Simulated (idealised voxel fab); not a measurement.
process module | voxel self aligned contacts
cross-section cut | 180 nm wide | cells 5 nm
A cross-section is a grid of square cells, given in bands from the top down. A band is one or more rows of cells.
Each band's line starts with the height of the band's top and of its bottom, in nm. Then come its materials from left to right, each with its width in nm. One material with "throughout" fills the band from edge to edge. "air" is empty space.
Height 0 is the level under which the wafer as received is all one material. The lowest band goes on downwards, as in "0 down".
A width such as "30 to 40" changes by the same amount from each row of cells to the next, from the band's top row to its bottom row.
"no change" after a step means that no cell of the cross-section changed.
closed voids: empty space of 8 cells or more with no open way to the top, each as width x height at its distance from the left edge, in nm
after a step's settings: what the simulator itself notes on the step
overlay nm, on a step with a mask: how far to the right of its planned place the mask lay; to the left if negative
plan
1 op RECEIVE | material Si
2 op CONFORMAL_DEP | material SiO2 | thk nm 5
3 op DIRECTIONAL_DEP | material polySi | thk nm 30
4 op DIRECTIONAL_DEP | material SiN | thk nm 25
5 op PATTERN | tone cover | mask id GATE | material resist | width nm 25 | pitch nm 65 | thk nm 15 | overlay nm 0
6 op DIRECTIONAL_ETCH | etch materials SiN | depth nm 25
7 op DIRECTIONAL_ETCH | etch materials polySi | depth nm 30
8 op STRIP | etch materials resist
9 op CONFORMAL_DEP | material SiN | thk nm 10
10 op DIRECTIONAL_ETCH | etch materials SiN | depth nm 10
11 op FILL_DEP | material SiO2 | thk nm 10
12 op CMP | height nm 65
13 op PATTERN | tone open | mask id CONTACT | material resist | width nm 50 | thk nm 15 | overlay nm 0
14 op DIRECTIONAL_ETCH | etch materials SiO2 | depth nm 65
15 op STRIP | etch materials resist
16 op CONFORMAL_DEP | material TiN | thk nm 5
17 op FILL_DEP | material W | thk nm 10
18 op CMP | height nm 65
19 op CONFORMAL_DEP | material SiN | thk nm 5
first wafer, as planned
as received, after step 1
  0 down: Si throughout
  closed voids: none
after step 2
  5 to 0: SiO2 throughout
  below 0: unchanged
after step 3
  35 to 5: polySi throughout
  below 5: unchanged
after step 4
  60 to 35: SiN throughout
  below 35: unchanged
after step 5
  75 to 60: air 45 | resist 25 | air 40 | resist 25 | air 45
  below 60: unchanged
after step 6
  75 to 60: air 45 | resist 25 | air 40 | resist 25 | air 45
  60 to 35: air 45 | SiN 25 | air 40 | SiN 25 | air 45
  below 35: unchanged
after step 7
  75 to 60: air 45 | resist 25 | air 40 | resist 25 | air 45
  60 to 35: air 45 | SiN 25 | air 40 | SiN 25 | air 45
  35 to 5: air 45 | polySi 25 | air 40 | polySi 25 | air 45
  below 5: unchanged
after step 8
  60 to 35: air 45 | SiN 25 | air 40 | SiN 25 | air 45
  below 35: unchanged
after step 9
  70 to 35: air 35 | SiN 45 | air 20 | SiN 45 | air 35
  35 to 15: air 35 | SiN 10 | polySi 25 | SiN 10 | air 20 | SiN 10 | polySi 25 | SiN 10 | air 35
  15 to 5: SiN 45 | polySi 25 | SiN 40 | polySi 25 | SiN 45
  below 5: unchanged
after step 10
  60 to 35: air 35 | SiN 45 | air 20 | SiN 45 | air 35
  35 to 5: air 35 | SiN 10 | polySi 25 | SiN 10 | air 20 | SiN 10 | polySi 25 | SiN 10 | air 35
  below 5: unchanged
after step 11
  70 to 60: SiO2 throughout
  60 to 35: SiO2 35 | SiN 45 | SiO2 20 | SiN 45 | SiO2 35
  35 to 5: SiO2 35 | SiN 10 | polySi 25 | SiN 10 | SiO2 20 | SiN 10 | polySi 25 | SiN 10 | SiO2 35
  below 5: unchanged
after step 12
  65 to 60: SiO2 throughout
  below 60: unchanged
after step 13
  80 to 65: resist 65 | air 50 | resist 65
  below 65: unchanged
after step 14
  80 to 65: resist 65 | air 50 | resist 65
  65 to 60: SiO2 65 | air 50 | SiO2 65
  60 to 35: SiO2 35 | SiN 45 | air 20 | SiN 45 | SiO2 35
  35 to 5: SiO2 35 | SiN 10 | polySi 25 | SiN 10 | air 20 | SiN 10 | polySi 25 | SiN 10 | SiO2 35
  5 to 0: SiO2 80 | air 20 | SiO2 80
  below 0: unchanged
after step 15
  65 to 60: SiO2 65 | air 50 | SiO2 65
  below 60: unchanged
after step 16
  70 to 65: TiN 70 | air 40 | TiN 70
  65 to 60: SiO2 65 | TiN 20 | air 10 | TiN 20 | SiO2 65
  60 to 35: SiO2 35 | SiN 45 | TiN 5 | air 10 | TiN 5 | SiN 45 | SiO2 35
  35 to 5: SiO2 35 | SiN 10 | polySi 25 | SiN 10 | TiN 5 | air 10 | TiN 5 | SiN 10 | polySi 25 | SiN 10 | SiO2 35
  5 to 0: SiO2 80 | TiN 20 | SiO2 80
  below 0: unchanged
after step 17
  80 to 70: W throughout
  70 to 65: TiN 70 | W 40 | TiN 70
  65 to 60: SiO2 65 | TiN 20 | W 10 | TiN 20 | SiO2 65
  60 to 35: SiO2 35 | SiN 45 | TiN 5 | W 10 | TiN 5 | SiN 45 | SiO2 35
  35 to 5: SiO2 35 | SiN 10 | polySi 25 | SiN 10 | TiN 5 | W 10 | TiN 5 | SiN 10 | polySi 25 | SiN 10 | SiO2 35
  below 5: unchanged
after step 18
  65 to 60: SiO2 65 | TiN 20 | W 10 | TiN 20 | SiO2 65
  below 60: unchanged
after step 19
  70 to 65: SiN throughout
  below 65: unchanged
second wafer: like start, like plan, one mistake. Through step 2 it matches the first wafer
when step 3 should have ended
  65 to 5: polySi throughout
  below 5: unchanged
when step 4 should have ended
  90 to 65: SiN throughout
  below 65: unchanged
when step 5 should have ended
  105 to 90: air 45 | resist 25 | air 40 | resist 25 | air 45
  below 90: unchanged
when step 6 should have ended
  105 to 90: air 45 | resist 25 | air 40 | resist 25 | air 45
  90 to 65: air 45 | SiN 25 | air 40 | SiN 25 | air 45
  below 65: unchanged
when step 7 should have ended
  105 to 90: air 45 | resist 25 | air 40 | resist 25 | air 45
  90 to 65: air 45 | SiN 25 | air 40 | SiN 25 | air 45
  65 to 35: air 45 | polySi 25 | air 40 | polySi 25 | air 45
  below 35: unchanged
when step 8 should have ended
  90 to 65: air 45 | SiN 25 | air 40 | SiN 25 | air 45
  below 65: unchanged
when step 9 should have ended
  100 to 65: air 35 | SiN 45 | air 20 | SiN 45 | air 35
  65 to 45: air 35 | SiN 10 | polySi 25 | SiN 10 | air 20 | SiN 10 | polySi 25 | SiN 10 | air 35
  45 to 35: SiN 45 | polySi 25 | SiN 40 | polySi 25 | SiN 45
  below 35: unchanged
when step 10 should have ended
  90 to 65: air 35 | SiN 45 | air 20 | SiN 45 | air 35
  65 to 35: air 35 | SiN 10 | polySi 25 | SiN 10 | air 20 | SiN 10 | polySi 25 | SiN 10 | air 35
  below 35: unchanged
when step 11 should have ended
  100 to 90: SiO2 throughout
  90 to 65: SiO2 35 | SiN 45 | SiO2 20 | SiN 45 | SiO2 35
  65 to 35: SiO2 35 | SiN 10 | polySi 25 | SiN 10 | SiO2 20 | SiN 10 | polySi 25 | SiN 10 | SiO2 35
  below 35: unchanged
when step 12 should have ended
  65 to 35: SiO2 35 | SiN 10 | polySi 25 | SiN 10 | SiO2 20 | SiN 10 | polySi 25 | SiN 10 | SiO2 35
  below 35: unchanged
when step 13 should have ended
  80 to 65: resist 65 | air 50 | resist 65
  below 65: unchanged
when step 14 should have ended
  80 to 65: resist 65 | air 50 | resist 65
  65 to 35: SiO2 35 | SiN 10 | polySi 25 | SiN 10 | air 20 | SiN 10 | polySi 25 | SiN 10 | SiO2 35
  below 35: unchanged
when step 15 should have ended
  65 to 35: SiO2 35 | SiN 10 | polySi 25 | SiN 10 | air 20 | SiN 10 | polySi 25 | SiN 10 | SiO2 35
  below 35: unchanged
when step 16 should have ended
  70 to 65: TiN 85 | air 10 | TiN 85
  65 to 40: SiO2 35 | SiN 10 | polySi 25 | SiN 10 | TiN 5 | air 10 | TiN 5 | SiN 10 | polySi 25 | SiN 10 | SiO2 35
  40 to 35: SiO2 35 | SiN 10 | polySi 25 | SiN 10 | TiN 20 | SiN 10 | polySi 25 | SiN 10 | SiO2 35
  below 35: unchanged
when step 17 should have ended
  80 to 70: W throughout
  70 to 65: TiN 85 | W 10 | TiN 85
  65 to 40: SiO2 35 | SiN 10 | polySi 25 | SiN 10 | TiN 5 | W 10 | TiN 5 | SiN 10 | polySi 25 | SiN 10 | SiO2 35
  below 40: unchanged
when step 18 should have ended
  65 to 40: SiO2 35 | SiN 10 | polySi 25 | SiN 10 | TiN 5 | W 10 | TiN 5 | SiN 10 | polySi 25 | SiN 10 | SiO2 35
  below 40: unchanged
when step 19 should have ended
  70 to 65: SiN throughout
  below 65: unchanged
what went wrong: step 3 was run twice
at the end the second wafer has, in cells: 90 fewer of SiN | 92 fewer of SiO2 | 20 fewer of TiN | 14 fewer of W | 216 more of polySi
